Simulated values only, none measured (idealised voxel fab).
Module name: voxel released beams (process module)
Section shown: cut. Width: 250 nm. Cell size: 5 nm, square.
Heads up, the way a cross-section reads in here is a grid of square cells, handed over as bands from the top down, with every band being one or more rows of cells. First you get the band's top height and its bottom height, in nm, and then the materials it's made of, left to right, with each width in nm. If you see a single material with "everywhere", that one covers the band edge to edge. "air" is empty space. Height datum 0, below which the as-received substrate wafer is one material. Lowest band open at the bottom, running downward: "from 0 down". The expression "30 to 40" gives the width at the extremes of the band, the first number at its top row of cells and the second at its bottom row, with the width changing by equal amounts from each row to the next in between. "everything unchanged" (step): cross-section cells unchanged, all of them. Heads up: "Sealed void inventory" only lists the empty pockets with no open path to the top that are 8 cells or more, and it writes them as width x height at distance, distance from the left edge, in nm. On a step's line, text after the settings is the simulator commenting on that step. overlay nm: step with mask; distance mask lay right of planned place; negative value = left of planned place.
This section lists the process steps that were planned
1. RECEIVE | material Si
2. CONFORMAL_DEP | material Al2O3 | thk nm 10
3. DIRECTIONAL_DEP | material SiO2 | thk nm 20
4. DIRECTIONAL_DEP | material aC | thk nm 15
5. PATTERN | tone open | mask id ANCHOR | material resist | width nm 25 | thk nm 30 | overlay nm 0
6. DIRECTIONAL_ETCH | etch materials aC | depth nm 15
7. STRIP | etch materials resist
8. DIRECTIONAL_ETCH | etch materials SiO2 | depth nm 20
9. STRIP | etch materials aC
10. CONFORMAL_DEP | material SiN | thk nm 10
11. PATTERN | tone cover | mask id BEAM | material resist | width nm 70 | thk nm 15 | overlay nm 0
12. DIRECTIONAL_ETCH | etch materials SiN | depth nm 10
13. STRIP | etch materials resist
14. STRIP | etch materials SiO2
On the first of the two wafers: run conducted according to plan
Cross-section of the incoming wafer, state after step 1
> from 0 down = Si everywhere
> Sealed void inventory: none
The following cross-section depicts the wafer upon completion of step 2
> from 10 to 0 = Al2O3 everywhere
> Nothing below the height 0 has changed.
The following cross-section depicts the wafer upon completion of step 3
> from 30 to 10 = SiO2 everywhere
> Nothing below the height 10 has changed.
The following cross-section depicts the wafer upon completion of step 4
> from 45 to 30 = aC everywhere
> Nothing below the height 30 has changed.
The following cross-section depicts the wafer upon completion of step 5
> from 75 to 45 = 90 of resist / 25 of air / 135 of resist
> Nothing below the height 45 has changed.
The following cross-section depicts the wafer upon completion of step 6
> from 60 to 45 = 90 of resist / 25 of air / 135 of resist
> from 45 to 30 = 90 of aC / 25 of air / 135 of aC
> Nothing below the height 30 has changed.
The following cross-section depicts the wafer upon completion of step 7
> from 45 to 30 = 90 of aC / 25 of air / 135 of aC
> Nothing below the height 30 has changed.
The following cross-section depicts the wafer upon completion of step 8
> from 45 to 30 = 90 of aC / 25 of air / 135 of aC
> from 30 to 10 = 90 of SiO2 / 25 of air / 135 of SiO2
> Nothing below the height 10 has changed.
The following cross-section depicts the wafer upon completion of step 9
> from 30 to 10 = 90 of SiO2 / 25 of air / 135 of SiO2
> Nothing below the height 10 has changed.
The following cross-section depicts the wafer upon completion of step 10
> from 40 to 30 = 100 of SiN / 5 of air / 145 of SiN
> from 30 to 20 = 90 of SiO2 / 10 of SiN / 5 of air / 10 of SiN / 135 of SiO2
> from 20 to 10 = 90 of SiO2 / 25 of SiN / 135 of SiO2
> Nothing below the height 10 has changed.
The following cross-section depicts the wafer upon completion of step 11
> from 55 to 40 = 85 of air / 70 of resist / 95 of air
> from 40 to 30 = 100 of SiN / 5 of resist / 145 of SiN
> from 30 to 20 = 90 of SiO2 / 10 of SiN / 5 of resist / 10 of SiN / 135 of SiO2
> Nothing below the height 20 has changed.
The following cross-section depicts the wafer upon completion of step 12
> from 55 to 40 = 85 of air / 70 of resist / 95 of air
> from 40 to 30 = 85 of air / 15 of SiN / 5 of resist / 50 of SiN / 95 of air
> Nothing below the height 30 has changed.
The following cross-section depicts the wafer upon completion of step 13
> from 40 to 30 = 85 of air / 15 of SiN / 5 of air / 50 of SiN / 95 of air
> from 30 to 20 = 90 of SiO2 / 10 of SiN / 5 of air / 10 of SiN / 135 of SiO2
> Nothing below the height 20 has changed.
The following cross-section depicts the wafer upon completion of step 14
> from 40 to 30 = 85 of air / 15 of SiN / 5 of air / 50 of SiN / 95 of air
> from 30 to 20 = 90 of air / 10 of SiN / 5 of air / 10 of SiN / 135 of air
> from 20 to 10 = 90 of air / 25 of SiN / 135 of air
> Nothing below the height 10 has changed.
For the second wafer, take the first wafer's start and plan, then add one mistake made in running it; everything through step 1, that step included, is shared with the first
Cross-section of the second wafer at the time by which step 2 should have been completed according to the plan
> from 20 to 0 = SiO2 everywhere
> Nothing below the height 0 has changed.
Cross-section of the second wafer at the time by which step 3 should have been completed according to the plan
> from 30 to 20 = Al2O3 everywhere
> Nothing below the height 20 has changed.
Cross-section of the second wafer at the time by which step 4 should have been completed according to the plan
> from 45 to 30 = aC everywhere
> Nothing below the height 30 has changed.
Cross-section of the second wafer at the time by which step 5 should have been completed according to the plan
> from 75 to 45 = 90 of resist / 25 of air / 135 of resist
> Nothing below the height 45 has changed.
Cross-section of the second wafer at the time by which step 6 should have been completed according to the plan
> from 60 to 45 = 90 of resist / 25 of air / 135 of resist
> from 45 to 30 = 90 of aC / 25 of air / 135 of aC
> Nothing below the height 30 has changed.
Cross-section of the second wafer at the time by which step 7 should have been completed according to the plan
> from 45 to 30 = 90 of aC / 25 of air / 135 of aC
> Nothing below the height 30 has changed.
Cross-section of the second wafer at the time by which step 8 should have been completed according to the plan: everything unchanged
Cross-section of the second wafer at the time by which step 9 should have been completed according to the plan
> from 30 to 20 = Al2O3 everywhere
> Nothing below the height 20 has changed.
Cross-section of the second wafer at the time by which step 10 should have been completed according to the plan
> from 40 to 30 = SiN everywhere
> Nothing below the height 30 has changed.
Cross-section of the second wafer at the time by which step 11 should have been completed according to the plan
> from 55 to 40 = 85 of air / 70 of resist / 95 of air
> Nothing below the height 40 has changed.
Cross-section of the second wafer at the time by which step 12 should have been completed according to the plan
> from 55 to 40 = 85 of air / 70 of resist / 95 of air
> from 40 to 30 = 85 of air / 70 of SiN / 95 of air
> Nothing below the height 30 has changed.
Cross-section of the second wafer at the time by which step 13 should have been completed according to the plan
> from 40 to 30 = 85 of air / 70 of SiN / 95 of air
> Nothing below the height 30 has changed.
Cross-section of the second wafer at the time by which step 14 should have been completed according to the plan: everything unchanged
The mistake made against the process plan was this: swap of plan steps 2 and 3 during execution
Wafer comparison, final, in cells, second relative to first, materials more or fewer: SiN -16, SiO2 +200
